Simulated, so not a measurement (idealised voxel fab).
Documented hereafter: the process module known as voxel ribs on slabs.
It is cross-section cut that appears here, measuring 195 nm in width, its square cells being 5 nm in size.
In what follows, cross-sections appear as grids of square cells, described through bands that run from the top down, where every band is one or more rows of cells. Top height, bottom height, nm. Materials left to right, width each, nm. Single material + "full width" = fills band edge to edge. "air" = empty. Heights are expressed relative to 0, this being the level below which the as-received wafer comprises one material exclusively. The lowest band is unbounded in the downward direction and is denoted as in "0 -> down". So if you see something like "30->40" for the width, read it as the top row of the band sitting at the first number and the bottom row at the second, with every row in between moving by the same amount as the last. Where a step carries "changes: none", the cross-section came out of it unchanged, cell for cell. Closed-off voids of 8+ cells (no open route to the top) go in "Closed void listing", written width x height at distance from the left edge, in nm. On each step's line, the part that comes after the settings is the simulator's own comment on the step. If you see "overlay nm" on a step's line and that step has a mask, it's telling you how far right of where it was planned the mask ended up; a negative number means it went left instead.

Here's what the planned process steps look like:
1) RECEIVE,material Si
2) DIRECTIONAL_DEP,material SiO2,thk nm 25
3) DIRECTIONAL_DEP,material polySi,thk nm 20
4) MASKED_ETCH,tone cover,mask id RIB,width nm 15,etch materials polySi,depth nm 15,overlay nm 0
5) DIRECTIONAL_DEP,material aC,thk nm 15
6) PATTERN,tone cover,mask id SLAB,material resist,width nm 65,thk nm 35,overlay nm 0
7) DIRECTIONAL_ETCH,etch materials aC,depth nm 15
8) STRIP,etch materials resist
9) DIRECTIONAL_ETCH,etch materials polySi,depth nm 5
10) STRIP,etch materials aC
11) FILL_DEP,material SiO2,thk nm 20
12) CMP,height nm 55
13) DIRECTIONAL_DEP,material TiN,thk nm 5
14) PATTERN,tone cover,mask id HEATER,material resist,width nm 25,thk nm 20,overlay nm 0
15) DIRECTIONAL_ETCH,etch materials TiN,depth nm 5
16) STRIP,etch materials resist
17) CONFORMAL_DEP,material SiN,thk nm 5

What follows covers the first of two wafers; it ran as planned:

Cross-section: wafer on arrival = after step 1:
    0 -> down | Si full width
    Closed void listing: none

After step 2: wafer cross-section:
    25 -> 0 | SiO2 full width
    Everything under 0 stays put, no change at all.

After step 3: wafer cross-section:
    45 -> 25 | polySi full width
    Everything under 25 stays put, no change at all.

After step 4: wafer cross-section:
    45 -> 30 | air (90)  polySi (15)  air (90)
    Everything under 30 stays put, no change at all.

After step 5: wafer cross-section:
    60 -> 45 | air (90)  aC (15)  air (90)
    45 -> 30 | aC (90)  polySi (15)  aC (90)
    Everything under 30 stays put, no change at all.

After step 6: wafer cross-section:
    95 -> 60 | air (65)  resist (65)  air (65)
    60 -> 45 | air (65)  resist (25)  aC (15)  resist (25)  air (65)
    Everything under 45 stays put, no change at all.

After step 7: wafer cross-section:
    80 -> 60 | air (65)  resist (65)  air (65)
    60 -> 45 | air (65)  resist (25)  aC (15)  resist (25)  air (65)
    45 -> 30 | air (65)  aC (25)  polySi (15)  aC (25)  air (65)
    Everything under 30 stays put, no change at all.

After step 8: wafer cross-section:
    60 -> 45 | air (90)  aC (15)  air (90)
    Everything under 45 stays put, no change at all.

After step 9: wafer cross-section:
    60 -> 45 | air (90)  aC (15)  air (90)
    45 -> 30 | air (65)  aC (25)  polySi (15)  aC (25)  air (65)
    30 -> 25 | air (65)  polySi (65)  air (65)
    Everything under 25 stays put, no change at all.

After step 10: wafer cross-section:
    45 -> 30 | air (90)  polySi (15)  air (90)
    Everything under 30 stays put, no change at all.

After step 11: wafer cross-section:
    65 -> 45 | SiO2 full width
    45 -> 30 | SiO2 (90)  polySi (15)  SiO2 (90)
    30 -> 25 | SiO2 (65)  polySi (65)  SiO2 (65)
    Everything under 25 stays put, no change at all.

After step 12: wafer cross-section:
    55 -> 45 | SiO2 full width
    Everything under 45 stays put, no change at all.

After step 13: wafer cross-section:
    60 -> 55 | TiN full width
    Everything under 55 stays put, no change at all.

After step 14: wafer cross-section:
    80 -> 60 | air (85)  resist (25)  air (85)
    Everything under 60 stays put, no change at all.

After step 15: wafer cross-section:
    80 -> 60 | air (85)  resist (25)  air (85)
    60 -> 55 | air (85)  TiN (25)  air (85)
    Everything under 55 stays put, no change at all.

After step 16: wafer cross-section:
    60 -> 55 | air (85)  TiN (25)  air (85)
    Everything under 55 stays put, no change at all.

After step 17: wafer cross-section:
    65 -> 60 | air (80)  SiN (35)  air (80)
    60 -> 55 | SiN (85)  TiN (25)  SiN (85)
    Everything under 55 stays put, no change at all.

Regarding the second of the two wafers: it shared the first wafer's starting condition and process plan, yet one error occurred during its execution. Its history coincides with that of the first wafer up to and including step 16:

Second wafer, sectioned view, at step 17's planned end time:
    65 -> 60 | air (80)  SiO2 (35)  air (80)
    60 -> 55 | SiO2 (85)  TiN (25)  SiO2 (85)
    Everything under 55 stays put, no change at all.
Error vs. plan: note that step 17 departed from the planned setting and was carried out as CONFORMAL_DEP,material SiO2,thk nm 5
The second wafer ends with more or fewer cells of some materials than the first, per final count: 41 fewer of SiN; 41 more of SiO2
